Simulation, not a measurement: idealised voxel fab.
Process module under the name voxel spacer lines
Square cell edge 5 nm, section width 250 nm, ID cut.
Square cells in a grid make up a cross-section in this document, and the grid is given as bands, listed from the top down, each one or more rows of cells. Top, bottom (nm), then materials left to right with widths (nm); lone material tagged "full width" fills the whole band edge to edge; "empty" = empty space. Height datum 0, below which the as-received substrate wafer is one material. Lowest band open at the bottom, running downward: "0 and below". Graded width ("30 to 40"): value in top row of band = first number; value in bottom row = second number; row-to-row change constant. No cell of the cross-section changed in a step that is given as "identical to before". The entry "Trapped cavities" lists the empty spaces that cover at least 8 cells and have no open path to the top. Each is written as width x height at distance, where the distance is measured from the left edge and all three values are in nm. after a step's settings: what the simulator itself notes on the step. A step line may carry the setting "overlay nm", which, for steps involving a mask, states the distance by which the mask lay to the right of its intended position; negative values denote displacement to the left.
Planned process steps:
1. RECEIVE with material Si
2. CONFORMAL_DEP with material Al2O3, thk nm 5
3. DIRECTIONAL_DEP with material SiN, thk nm 15
4. DIRECTIONAL_DEP with material aC, thk nm 30
5. PATTERN with tone cover, mask id MANDREL, material resist, width nm 25, pitch nm 70, thk nm 35, overlay nm 0
6. DIRECTIONAL_ETCH with etch materials aC, depth nm 30
7. STRIP with etch materials resist
8. CONFORMAL_DEP with material SiO2, thk nm 10
9. DIRECTIONAL_ETCH with etch materials SiO2, depth nm 10
10. STRIP with etch materials aC
11. DIRECTIONAL_ETCH with etch materials SiN, depth nm 15
12. STRIP with etch materials SiO2
Run as planned: first of two wafers:
Cross-section of the wafer upon arrival, representing the state reached after step 1:
	0 and below | Si full width
	Trapped cavities: none
Cross-section: wafer state after step 2:
	5 down to 0 | Al2O3 full width
	Under the height 0 nothing was changed.
Cross-section: wafer state after step 3:
	20 down to 5 | SiN full width
	Under the height 5 nothing was changed.
Cross-section: wafer state after step 4:
	50 down to 20 | aC full width
	Under the height 20 nothing was changed.
Cross-section: wafer state after step 5:
	85 down to 50 | empty 40, then resist 25, then empty 45, then resist 25, then empty 45, then resist 25, then empty 45
	Under the height 50 nothing was changed.
Cross-section: wafer state after step 6:
	55 down to 50 | empty 40, then resist 25, then empty 45, then resist 25, then empty 45, then resist 25, then empty 45
	50 down to 20 | empty 40, then aC 25, then empty 45, then aC 25, then empty 45, then aC 25, then empty 45
	Under the height 20 nothing was changed.
Cross-section: wafer state after step 7:
	50 down to 20 | empty 40, then aC 25, then empty 45, then aC 25, then empty 45, then aC 25, then empty 45
	Under the height 20 nothing was changed.
Cross-section: wafer state after step 8:
	60 down to 50 | empty 30, then SiO2 45, then empty 25, then SiO2 45, then empty 25, then SiO2 45, then empty 35
	50 down to 30 | empty 30, then SiO2 10, then aC 25, then SiO2 10, then empty 25, then SiO2 10, then aC 25, then SiO2 10, then empty 25, then SiO2 10, then aC 25, then SiO2 10, then empty 35
	30 down to 20 | SiO2 40, then aC 25, then SiO2 45, then aC 25, then SiO2 45, then aC 25, then SiO2 45
	Under the height 20 nothing was changed.
Cross-section: wafer state after step 9:
	50 down to 20 | empty 30, then SiO2 10, then aC 25, then SiO2 10, then empty 25, then SiO2 10, then aC 25, then SiO2 10, then empty 25, then SiO2 10, then aC 25, then SiO2 10, then empty 35
	Under the height 20 nothing was changed.
Cross-section: wafer state after step 10:
	50 down to 20 | empty 30, then SiO2 10, then empty 25, then SiO2 10, then empty 25, then SiO2 10, then empty 25, then SiO2 10, then empty 25, then SiO2 10, then empty 25, then SiO2 10, then empty 35
	Under the height 20 nothing was changed.
Cross-section: wafer state after step 11:
	50 down to 20 | empty 30, then SiO2 10, then empty 25, then SiO2 10, then empty 25, then SiO2 10, then empty 25, then SiO2 10, then empty 25, then SiO2 10, then empty 25, then SiO2 10, then empty 35
	20 down to 5 | empty 30, then SiN 10, then empty 25, then SiN 10, then empty 25, then SiN 10, then empty 25, then SiN 10, then empty 25, then SiN 10, then empty 25, then SiN 10, then empty 35
	Under the height 5 nothing was changed.
Cross-section: wafer state after step 12:
	20 down to 5 | empty 30, then SiN 10, then empty 25, then SiN 10, then empty 25, then SiN 10, then empty 25, then SiN 10, then empty 25, then SiN 10, then empty 25, then SiN 10, then empty 35
	Under the height 5 nothing was changed.
The second wafer: identical to the first at the outset and in its planned sequence, differing only in that one mistake was made during processing; up to and including step 2, its path is the first wafer's path:
Second wafer shown in cross-section at the time step 3 was slated to end:
	10 down to 5 | SiN full width
	Under the height 5 nothing was changed.
Second wafer shown in cross-section at the time step 4 was slated to end:
	40 down to 10 | aC full width
	Under the height 10 nothing was changed.
Second wafer shown in cross-section at the time step 5 was slated to end:
	75 down to 40 | empty 40, then resist 25, then empty 45, then resist 25, then empty 45, then resist 25, then empty 45
	Under the height 40 nothing was changed.
Second wafer shown in cross-section at the time step 6 was slated to end:
	45 down to 40 | empty 40, then resist 25, then empty 45, then resist 25, then empty 45, then resist 25, then empty 45
	40 down to 10 | empty 40, then aC 25, then empty 45, then aC 25, then empty 45, then aC 25, then empty 45
	Under the height 10 nothing was changed.
Second wafer shown in cross-section at the time step 7 was slated to end:
	40 down to 10 | empty 40, then aC 25, then empty 45, then aC 25, then empty 45, then aC 25, then empty 45
	Under the height 10 nothing was changed.
Second wafer shown in cross-section at the time step 8 was slated to end:
	50 down to 40 | empty 30, then SiO2 45, then empty 25, then SiO2 45, then empty 25, then SiO2 45, then empty 35
	40 down to 20 | empty 30, then SiO2 10, then aC 25, then SiO2 10, then empty 25, then SiO2 10, then aC 25, then SiO2 10, then empty 25, then SiO2 10, then aC 25, then SiO2 10, then empty 35
	20 down to 10 | SiO2 40, then aC 25, then SiO2 45, then aC 25, then SiO2 45, then aC 25, then SiO2 45
	Under the height 10 nothing was changed.
Second wafer shown in cross-section at the time step 9 was slated to end:
	40 down to 10 | empty 30, then SiO2 10, then aC 25, then SiO2 10, then empty 25, then SiO2 10, then aC 25, then SiO2 10, then empty 25, then SiO2 10, then aC 25, then SiO2 10, then empty 35
	Under the height 10 nothing was changed.
Second wafer shown in cross-section at the time step 10 was slated to end:
	40 down to 10 | empty 30, then SiO2 10, then empty 25, then SiO2 10, then empty 25, then SiO2 10, then empty 25, then SiO2 10, then empty 25, then SiO2 10, then empty 25, then SiO2 10, then empty 35
	Under the height 10 nothing was changed.
Second wafer shown in cross-section at the time step 11 was slated to end:
	40 down to 10 | empty 30, then SiO2 10, then empty 25, then SiO2 10, then empty 25, then SiO2 10, then empty 25, then SiO2 10, then empty 25, then SiO2 10, then empty 25, then SiO2 10, then empty 35
	10 down to 5 | empty 30, then SiN 10, then empty 25, then SiN 10, then empty 25, then SiN 10, then empty 25, then SiN 10, then empty 25, then SiN 10, then empty 25, then SiN 10, then empty 35
	Under the height 5 nothing was changed.
Second wafer shown in cross-section at the time step 12 was slated to end:
	10 down to 5 | empty 30, then SiN 10, then empty 25, then SiN 10, then empty 25, then SiN 10, then empty 25, then SiN 10, then empty 25, then SiN 10, then empty 25, then SiN 10, then empty 35
	Under the height 5 nothing was changed.
Heads up, the wafer didn't run the way we planned it: so step 3 ended up running with a different setting than we planned, it ran as DIRECTIONAL_DEP with material SiN, thk nm 5
Counted in cells at the end, the second wafer holds more or fewer of these materials than the first: SiN -24
